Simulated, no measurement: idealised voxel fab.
The process module presented herein is designated voxel self aligned vias.
Pictured: cross-section cut, 255 nm wide, on a grid of 5 nm square cells.
Heads up, the way a cross-section reads in here is a grid of square cells, handed over as bands from the top down, with every band being one or more rows of cells.
Top, bottom (nm), then materials left to right with widths (nm); lone material tagged "full width" fills the whole band edge to edge; "empty" = empty space.
Height reference: 0 = level under which incoming wafer is all one material. Lowest band: no bottom, runs on downward, e.g. "top 0, no bottom".
Width "30 to 40": first value at the band's top row of cells, second value at its bottom row, equal change from row to row.
A step reported as "all unchanged" is a step in which no cell of the cross-section changed.
Entry "Fully sealed voids". Content: empty spaces with no open connection to the top, size 8 cells or greater. Each: width x height at distance. Distance: from left edge. Unit: nm.
On a step's line, text after the settings is the simulator commenting on that step.
The setting "overlay nm" may be written on the line of a step. When the step uses a mask, the value reports how far to the right of the planned place the mask lay, and a negative value reports that it lay to the left.

## plan
1. op RECEIVE | material Si
2. op CONFORMAL_DEP | material SiO2 | thk nm 15
3. op CONFORMAL_DEP | material SiCN | thk nm 5
4. op DIRECTIONAL_DEP | material SiO2 | thk nm 25
5. op PATTERN | tone open | mask id LINES | material resist | width nm 25 | pitch nm 65 | thk nm 20 | overlay nm 0
6. op DIRECTIONAL_ETCH | etch materials SiO2 | depth nm 25
7. op STRIP | etch materials resist
8. op CONFORMAL_DEP | material TiN | thk nm 5
9. op FILL_DEP | material W | thk nm 10
10. op CMP | height nm 45
11. op SELECTIVE_ETCH | etch materials W Ru TiN | depth nm 5
12. op FILL_DEP | material SiN | thk nm 10
13. op CMP | height nm 45
14. op DIRECTIONAL_DEP | material SiO2 | thk nm 20
15. op DIRECTIONAL_DEP | material aC | thk nm 15
16. op PATTERN | tone open | mask id VIAS | material resist | width nm 45 | pitch nm 65 | thk nm 30 | overlay nm 0
17. op DIRECTIONAL_ETCH | etch materials aC | depth nm 15
18. op STRIP | etch materials resist
19. op DIRECTIONAL_ETCH | etch materials SiO2 | depth nm 20
20. op DIRECTIONAL_ETCH | etch materials SiN | depth nm 5
21. op STRIP | etch materials aC
22. op CONFORMAL_DEP | material TiN | thk nm 5
23. op FILL_DEP | material W | thk nm 5
24. op CMP | height nm 65
25. op CONFORMAL_DEP | material SiN | thk nm 5

## Of two wafers, the first: run according to plan

## Shown in cross-section is the wafer as received, that is, as it stands after step 1
- top 0, no bottom  Si full width
- Fully sealed voids: none

## Cross-section through the wafer, step 2 finished
- top 15, bottom 0  SiO2 full width
- Under 0: no change, same as before.

## Cross-section through the wafer, step 3 finished
- top 20, bottom 15  SiCN full width
- Under 15: no change, same as before.

## Cross-section through the wafer, step 4 finished
- top 45, bottom 20  SiO2 full width
- Under 20: no change, same as before.

## Cross-section through the wafer, step 5 finished
- top 65, bottom 45  resist (50); empty (25); resist (40); empty (25); resist (40); empty (25); resist (50)
- Under 45: no change, same as before.

## Cross-section through the wafer, step 6 finished
- top 65, bottom 45  resist (50); empty (25); resist (40); empty (25); resist (40); empty (25); resist (50)
- top 45, bottom 20  SiO2 (50); empty (25); SiO2 (40); empty (25); SiO2 (40); empty (25); SiO2 (50)
- Under 20: no change, same as before.

## Cross-section through the wafer, step 7 finished
- top 45, bottom 20  SiO2 (50); empty (25); SiO2 (40); empty (25); SiO2 (40); empty (25); SiO2 (50)
- Under 20: no change, same as before.

## Cross-section through the wafer, step 8 finished
- top 50, bottom 45  TiN (55); empty (15); TiN (50); empty (15); TiN (50); empty (15); TiN (55)
- top 45, bottom 25  SiO2 (50); TiN (5); empty (15); TiN (5); SiO2 (40); TiN (5); empty (15); TiN (5); SiO2 (40); TiN (5); empty (15); TiN (5); SiO2 (50)
- top 25, bottom 20  SiO2 (50); TiN (25); SiO2 (40); TiN (25); SiO2 (40); TiN (25); SiO2 (50)
- Under 20: no change, same as before.

## Cross-section through the wafer, step 9 finished
- top 60, bottom 50  W full width
- top 50, bottom 45  TiN (55); W (15); TiN (50); W (15); TiN (50); W (15); TiN (55)
- top 45, bottom 25  SiO2 (50); TiN (5); W (15); TiN (5); SiO2 (40); TiN (5); W (15); TiN (5); SiO2 (40); TiN (5); W (15); TiN (5); SiO2 (50)
- Under 25: no change, same as before.

## Cross-section through the wafer, step 10 finished
- top 45, bottom 25  SiO2 (50); TiN (5); W (15); TiN (5); SiO2 (40); TiN (5); W (15); TiN (5); SiO2 (40); TiN (5); W (15); TiN (5); SiO2 (50)
- Under 25: no change, same as before.

## Cross-section through the wafer, step 11 finished
- top 45, bottom 40  SiO2 (50); empty (25); SiO2 (40); empty (25); SiO2 (40); empty (25); SiO2 (50)
- Under 40: no change, same as before.

## Cross-section through the wafer, step 12 finished
- top 55, bottom 45  SiN full width
- top 45, bottom 40  SiO2 (50); SiN (25); SiO2 (40); SiN (25); SiO2 (40); SiN (25); SiO2 (50)
- Under 40: no change, same as before.

## Cross-section through the wafer, step 13 finished
- top 45, bottom 40  SiO2 (50); SiN (25); SiO2 (40); SiN (25); SiO2 (40); SiN (25); SiO2 (50)
- Under 40: no change, same as before.

## Cross-section through the wafer, step 14 finished
- top 65, bottom 45  SiO2 full width
- Under 45: no change, same as before.

## Cross-section through the wafer, step 15 finished
- top 80, bottom 65  aC full width
- Under 65: no change, same as before.

## Cross-section through the wafer, step 16 finished
- top 110, bottom 80  resist (40); empty (45); resist (20); empty (45); resist (20); empty (45); resist (40)
- Under 80: no change, same as before.

## Cross-section through the wafer, step 17 finished
- top 95, bottom 80  resist (40); empty (45); resist (20); empty (45); resist (20); empty (45); resist (40)
- top 80, bottom 65  aC (40); empty (45); aC (20); empty (45); aC (20); empty (45); aC (40)
- Under 65: no change, same as before.

## Cross-section through the wafer, step 18 finished
- top 80, bottom 65  aC (40); empty (45); aC (20); empty (45); aC (20); empty (45); aC (40)
- Under 65: no change, same as before.

## Cross-section through the wafer, step 19 finished
- top 80, bottom 65  aC (40); empty (45); aC (20); empty (45); aC (20); empty (45); aC (40)
- top 65, bottom 45  SiO2 (40); empty (45); SiO2 (20); empty (45); SiO2 (20); empty (45); SiO2 (40)
- Under 45: no change, same as before.

## Cross-section through the wafer, step 20 finished
- top 80, bottom 65  aC (40); empty (45); aC (20); empty (45); aC (20); empty (45); aC (40)
- top 65, bottom 45  SiO2 (40); empty (45); SiO2 (20); empty (45); SiO2 (20); empty (45); SiO2 (40)
- top 45, bottom 40  SiO2 (50); empty (25); SiO2 (40); empty (25); SiO2 (40); empty (25); SiO2 (50)
- Under 40: no change, same as before.

## Cross-section through the wafer, step 21 finished
- top 65, bottom 45  SiO2 (40); empty (45); SiO2 (20); empty (45); SiO2 (20); empty (45); SiO2 (40)
- Under 45: no change, same as before.

## Cross-section through the wafer, step 22 finished
- top 70, bottom 65  TiN (45); empty (35); TiN (30); empty (35); TiN (30); empty (35); TiN (45)
- top 65, bottom 50  SiO2 (40); TiN (5); empty (35); TiN (5); SiO2 (20); TiN (5); empty (35); TiN (5); SiO2 (20); TiN (5); empty (35); TiN (5); SiO2 (40)
- top 50, bottom 45  SiO2 (40); TiN (15); empty (15); TiN (15); SiO2 (20); TiN (15); empty (15); TiN (15); SiO2 (20); TiN (15); empty (15); TiN (15); SiO2 (40)
- top 45, bottom 40  SiO2 (50); TiN (25); SiO2 (40); TiN (25); SiO2 (40); TiN (25); SiO2 (50)
- Under 40: no change, same as before.

## Cross-section through the wafer, step 23 finished
- top 75, bottom 70  W full width
- top 70, bottom 65  TiN (45); W (35); TiN (30); W (35); TiN (30); W (35); TiN (45)
- top 65, bottom 50  SiO2 (40); TiN (5); W (35); TiN (5); SiO2 (20); TiN (5); W (35); TiN (5); SiO2 (20); TiN (5); W (35); TiN (5); SiO2 (40)
- top 50, bottom 45  SiO2 (40); TiN (15); W (15); TiN (15); SiO2 (20); TiN (15); W (15); TiN (15); SiO2 (20); TiN (15); W (15); TiN (15); SiO2 (40)
- Under 45: no change, same as before.

## Cross-section through the wafer, step 24 finished
- top 65, bottom 50  SiO2 (40); TiN (5); W (35); TiN (5); SiO2 (20); TiN (5); W (35); TiN (5); SiO2 (20); TiN (5); W (35); TiN (5); SiO2 (40)
- Under 50: no change, same as before.

## Cross-section through the wafer, step 25 finished
- top 70, bottom 65  SiN full width
- Under 65: no change, same as before.

## Second wafer, same starting conditions and recipe as the first, one mistake in executing it, nothing differs from the first up to and including step 2

Second wafer: cross-section at the scheduled end of step 3: all unchanged

## Second wafer: cross-section at the scheduled end of step 4
- top 40, bottom 0  SiO2 full width
- Under 0: no change, same as before.

## Second wafer: cross-section at the scheduled end of step 5
- top 60, bottom 40  resist (50); empty (25); resist (40); empty (25); resist (40); empty (25); resist (50)
- Under 40: no change, same as before.

## Second wafer: cross-section at the scheduled end of step 6
- top 60, bottom 40  resist (50); empty (25); resist (40); empty (25); resist (40); empty (25); resist (50)
- top 40, bottom 15  SiO2 (50); empty (25); SiO2 (40); empty (25); SiO2 (40); empty (25); SiO2 (50)
- Under 15: no change, same as before.

## Second wafer: cross-section at the scheduled end of step 7
- top 40, bottom 15  SiO2 (50); empty (25); SiO2 (40); empty (25); SiO2 (40); empty (25); SiO2 (50)
- Under 15: no change, same as before.

## Second wafer: cross-section at the scheduled end of step 8
- top 45, bottom 40  TiN (55); empty (15); TiN (50); empty (15); TiN (50); empty (15); TiN (55)
- top 40, bottom 20  SiO2 (50); TiN (5); empty (15); TiN (5); SiO2 (40); TiN (5); empty (15); TiN (5); SiO2 (40); TiN (5); empty (15); TiN (5); SiO2 (50)
- top 20, bottom 15  SiO2 (50); TiN (25); SiO2 (40); TiN (25); SiO2 (40); TiN (25); SiO2 (50)
- Under 15: no change, same as before.

## Second wafer: cross-section at the scheduled end of step 9
- top 55, bottom 45  W full width
- top 45, bottom 40  TiN (55); W (15); TiN (50); W (15); TiN (50); W (15); TiN (55)
- top 40, bottom 20  SiO2 (50); TiN (5); W (15); TiN (5); SiO2 (40); TiN (5); W (15); TiN (5); SiO2 (40); TiN (5); W (15); TiN (5); SiO2 (50)
- Under 20: no change, same as before.

## Second wafer: cross-section at the scheduled end of step 10
- top 45, bottom 40  TiN (55); W (15); TiN (50); W (15); TiN (50); W (15); TiN (55)
- Under 40: no change, same as before.

## Second wafer: cross-section at the scheduled end of step 11
- top 40, bottom 20  SiO2 (50); TiN (5); W (15); TiN (5); SiO2 (40); TiN (5); W (15); TiN (5); SiO2 (40); TiN (5); W (15); TiN (5); SiO2 (50)
- Under 20: no change, same as before.

## Second wafer: cross-section at the scheduled end of step 12
- top 50, bottom 40  SiN full width
- Under 40: no change, same as before.

## Second wafer: cross-section at the scheduled end of step 13
- top 45, bottom 40  SiN full width
- Under 40: no change, same as before.

## Second wafer: cross-section at the scheduled end of step 14
- top 65, bottom 45  SiO2 full width
- Under 45: no change, same as before.

## Second wafer: cross-section at the scheduled end of step 15
- top 80, bottom 65  aC full width
- Under 65: no change, same as before.

## Second wafer: cross-section at the scheduled end of step 16
- top 110, bottom 80  resist (40); empty (45); resist (20); empty (45); resist (20); empty (45); resist (40)
- Under 80: no change, same as before.

## Second wafer: cross-section at the scheduled end of step 17
- top 95, bottom 80  resist (40); empty (45); resist (20); empty (45); resist (20); empty (45); resist (40)
- top 80, bottom 65  aC (40); empty (45); aC (20); empty (45); aC (20); empty (45); aC (40)
- Under 65: no change, same as before.

## Second wafer: cross-section at the scheduled end of step 18
- top 80, bottom 65  aC (40); empty (45); aC (20); empty (45); aC (20); empty (45); aC (40)
- Under 65: no change, same as before.

## Second wafer: cross-section at the scheduled end of step 19
- top 80, bottom 65  aC (40); empty (45); aC (20); empty (45); aC (20); empty (45); aC (40)
- top 65, bottom 45  SiO2 (40); empty (45); SiO2 (20); empty (45); SiO2 (20); empty (45); SiO2 (40)
- Under 45: no change, same as before.

## Second wafer: cross-section at the scheduled end of step 20
- top 80, bottom 65  aC (40); empty (45); aC (20); empty (45); aC (20); empty (45); aC (40)
- top 65, bottom 45  SiO2 (40); empty (45); SiO2 (20); empty (45); SiO2 (20); empty (45); SiO2 (40)
- top 45, bottom 40  SiN (40); empty (45); SiN (20); empty (45); SiN (20); empty (45); SiN (40)
- Under 40: no change, same as before.

## Second wafer: cross-section at the scheduled end of step 21
- top 65, bottom 45  SiO2 (40); empty (45); SiO2 (20); empty (45); SiO2 (20); empty (45); SiO2 (40)
- Under 45: no change, same as before.

## Second wafer: cross-section at the scheduled end of step 22
- top 70, bottom 65  TiN (45); empty (35); TiN (30); empty (35); TiN (30); empty (35); TiN (45)
- top 65, bottom 45  SiO2 (40); TiN (5); empty (35); TiN (5); SiO2 (20); TiN (5); empty (35); TiN (5); SiO2 (20); TiN (5); empty (35); TiN (5); SiO2 (40)
- top 45, bottom 40  SiN (40); TiN (45); SiN (20); TiN (45); SiN (20); TiN (45); SiN (40)
- Under 40: no change, same as before.

## Second wafer: cross-section at the scheduled end of step 23
- top 75, bottom 70  W full width
- top 70, bottom 65  TiN (45); W (35); TiN (30); W (35); TiN (30); W (35); TiN (45)
- top 65, bottom 45  SiO2 (40); TiN (5); W (35); TiN (5); SiO2 (20); TiN (5); W (35); TiN (5); SiO2 (20); TiN (5); W (35); TiN (5); SiO2 (40)
- Under 45: no change, same as before.

## Second wafer: cross-section at the scheduled end of step 24
- top 65, bottom 45  SiO2 (40); TiN (5); W (35); TiN (5); SiO2 (20); TiN (5); W (35); TiN (5); SiO2 (20); TiN (5); W (35); TiN (5); SiO2 (40)
- Under 45: no change, same as before.

## Second wafer: cross-section at the scheduled end of step 25
- top 70, bottom 65  SiN full width
- Under 65: no change, same as before.
Misprocessing identified: heads up, step 3 of the plan was skipped and never actually ran
at the end the second wafer has, in cells: -51 SiCN; +24 SiN; +6 TiN; +21 W
